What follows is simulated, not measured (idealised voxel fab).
Proc. module: voxel gate over fins
cross-section cut | 230 nm wide | cells 5 nm
Notation: cross-section as square-cell grid; stated in bands, top first, going down; one or more cell rows per band.
Each band's line starts with the height of the band's top and of its bottom, in nm. Then come its materials from left to right, each with its width in nm. One material with "full width" fills the band from edge to edge. "blank" is empty space.
The reference from which all heights are counted is 0, the level beneath which the as-received wafer is entirely one material; the lowest band, having no lower bound, proceeds downward and is written after the example "0 and below".
So if you see something like "30..40" for the width, read it as the top row of the band sitting at the first number and the bottom row at the second, with every row in between moving by the same amount as the last.
"no modification" after a step means that no cell of the cross-section changed.
Empty spaces without an open route to the top, at least 8 cells in extent, make up the entry "Voids, enclosed"; each is given as width x height at distance, where the distance is measured from the left edge, and all are in nm.
The remark found on a step's line after its settings is issued by the simulator itself and pertains to that step.
overlay nm: right-of-plan distance of the mask on a masked step; negative values mean left-of-plan.

Plan
1) op RECEIVE | material Si
2) op CONFORMAL_DEP | material SiN | thk nm 5
3) op PATTERN | tone cover | mask id FINS | material resist | width nm 15 | pitch nm 50 | thk nm 20 | overlay nm 0
4) op DIRECTIONAL_ETCH | etch materials SiN | depth nm 5
5) op DIRECTIONAL_ETCH | etch materials Si | depth nm 40
6) op STRIP | etch materials resist
7) op OXIDIZE | depth nm 5
8) op FILL_DEP | material SiO2 | thk nm 10
9) op CMP | height nm 5
10) op DIRECTIONAL_DEP | material aC | thk nm 10
11) op PATTERN | tone open | mask id RAIL | material resist | width nm 15 | thk nm 25 | overlay nm 0
12) op DIRECTIONAL_ETCH | etch materials aC | depth nm 10
13) op STRIP | etch materials resist
14) op DIRECTIONAL_ETCH | etch materials SiO2 | depth nm 30
15) op STRIP | etch materials aC
16) op CONFORMAL_DEP | material TiN | thk nm 5
17) op FILL_DEP | material W | thk nm 10
18) op CMP | height nm 5
19) op SELECTIVE_ETCH | etch materials W Ru TiN | depth nm 25
20) op FILL_DEP | material SiO2 | thk nm 5
21) op CMP | height nm 5
22) op SELECTIVE_ETCH | etch materials SiO2 | depth nm 20
23) op STRIP | etch materials SiN
24) op CONFORMAL_DEP | material HfO2 | thk nm 5
25) op CONFORMAL_DEP | material TiN | thk nm 5
26) op CONFORMAL_DEP | material TiAl | thk nm 5
27) op CONFORMAL_DEP | material TiN | thk nm 5
28) op FILL_DEP | material W | thk nm 15
29) op CMP | height nm 30
30) op CONFORMAL_DEP | material SiN | thk nm 5
Don't read the plan's depth nm for step 14 as applying to every wafer: that's the first wafer's value, and the wafers differ in it, though they all start identical.

The first of several wafers in cross-section, exactly as it reached us after step 1
  0 and below | Si full width
  Voids, enclosed: none

Depicted here is the first of several wafers in cross-section, at module completion following the last step, step 30
  35 down to 30 | SiN full width
  30 down to 20 | W full width
  20 down to 15 | 65 nm W / 45 nm TiN / 5 nm W / 45 nm TiN / 70 nm W
  15 down to 10 | 65 nm W / 5 nm TiN / 35 nm TiAl / 5 nm TiN / 5 nm W / 5 nm TiN / 35 nm TiAl / 5 nm TiN / 70 nm W
  10 down to 5 | 65 nm W / 5 nm TiN / 5 nm TiAl / 25 nm TiN / 5 nm TiAl / 5 nm TiN / 5 nm W / 5 nm TiN / 5 nm TiAl / 25 nm TiN / 5 nm TiAl / 5 nm TiN / 70 nm W
  5 down to 0 | 70 nm TiN / 5 nm TiAl / 5 nm TiN / 15 nm HfO2 / 5 nm TiN / 5 nm TiAl / 15 nm TiN / 5 nm TiAl / 5 nm TiN / 15 nm HfO2 / 5 nm TiN / 5 nm TiAl / 75 nm TiN
  0 down to -5 | 75 nm TiAl / 5 nm TiN / 5 nm HfO2 / 5 nm Si / 5 nm HfO2 / 5 nm TiN / 25 nm TiAl / 5 nm TiN / 5 nm HfO2 / 5 nm Si / 5 nm HfO2 / 5 nm TiN / 80 nm TiAl
  -5 down to -10 | 80 nm TiN / 5 nm HfO2 / 5 nm Si / 5 nm HfO2 / 35 nm TiN / 5 nm HfO2 / 5 nm Si / 5 nm HfO2 / 85 nm TiN
  -10 down to -15 | 85 nm HfO2 / 5 nm Si / 45 nm HfO2 / 5 nm Si / 90 nm HfO2
  -15 down to -20 | 85 nm SiO2 / 5 nm Si / 45 nm SiO2 / 5 nm Si / 90 nm SiO2
  -20 down to -25 | 85 nm SiO2 / 5 nm Si / 15 nm SiO2 / 15 nm TiN / 15 nm SiO2 / 5 nm Si / 90 nm SiO2
  -25 down to -45 | 85 nm SiO2 / 5 nm Si / 45 nm SiO2 / 5 nm Si / 90 nm SiO2
  -45 and below | Si full width
  Voids, enclosed: none

Wafer cross-section (last wafer, module end)
  35 down to 30 | SiN full width
  30 down to 20 | W full width
  20 down to 15 | 65 nm W / 45 nm TiN / 5 nm W / 45 nm TiN / 70 nm W
  15 down to 10 | 65 nm W / 5 nm TiN / 35 nm TiAl / 5 nm TiN / 5 nm W / 5 nm TiN / 35 nm TiAl / 5 nm TiN / 70 nm W
  10 down to 5 | 65 nm W / 5 nm TiN / 5 nm TiAl / 25 nm TiN / 5 nm TiAl / 5 nm TiN / 5 nm W / 5 nm TiN / 5 nm TiAl / 25 nm TiN / 5 nm TiAl / 5 nm TiN / 70 nm W
  5 down to 0 | 70 nm TiN / 5 nm TiAl / 5 nm TiN / 15 nm HfO2 / 5 nm TiN / 5 nm TiAl / 15 nm TiN / 5 nm TiAl / 5 nm TiN / 15 nm HfO2 / 5 nm TiN / 5 nm TiAl / 75 nm TiN
  0 down to -5 | 75 nm TiAl / 5 nm TiN / 5 nm HfO2 / 5 nm Si / 5 nm HfO2 / 5 nm TiN / 25 nm TiAl / 5 nm TiN / 5 nm HfO2 / 5 nm Si / 5 nm HfO2 / 5 nm TiN / 80 nm TiAl
  -5 down to -10 | 80 nm TiN / 5 nm HfO2 / 5 nm Si / 5 nm HfO2 / 35 nm TiN / 5 nm HfO2 / 5 nm Si / 5 nm HfO2 / 85 nm TiN
  -10 down to -15 | 85 nm HfO2 / 5 nm Si / 45 nm HfO2 / 5 nm Si / 90 nm HfO2
  -15 down to -20 | 85 nm SiO2 / 5 nm Si / 45 nm SiO2 / 5 nm Si / 90 nm SiO2
  -20 down to -40 | 85 nm SiO2 / 5 nm Si / 15 nm SiO2 / 5 nm TiN / 5 nm W / 5 nm TiN / 15 nm SiO2 / 5 nm Si / 90 nm SiO2
  -40 down to -45 | 85 nm SiO2 / 5 nm Si / 15 nm SiO2 / 15 nm TiN / 15 nm SiO2 / 5 nm Si / 90 nm SiO2
  -45 and below | Si full width
  Voids, enclosed: none

Wafer rows, end of module: cells per material gained (+) or lost (-) since receipt; closed voids last
depth nm 30; +58 HfO2; -396 Si; +46 SiN; +261 SiO2; +58 TiAl; +119 TiN; +176 W; Voids, enclosed: none
depth nm 35; +58 HfO2; -396 Si; +46 SiN; +258 SiO2; +58 TiAl; +121 TiN; +177 W; Voids, enclosed: none
depth nm 40; +58 HfO2; -396 Si; +46 SiN; +255 SiO2; +58 TiAl; +123 TiN; +178 W; Voids, enclosed: none
depth nm 45; +58 HfO2; -396 Si; +46 SiN; +252 SiO2; +58 TiAl; +125 TiN; +179 W; Voids, enclosed: none
depth nm 50; +58 HfO2; -396 Si; +46 SiN; +249 SiO2; +58 TiAl; +127 TiN; +180 W; Voids, enclosed: none
depth nm 55; +58 HfO2; -396 Si; +46 SiN; +249 SiO2; +58 TiAl; +127 TiN; +180 W; Voids, enclosed: none
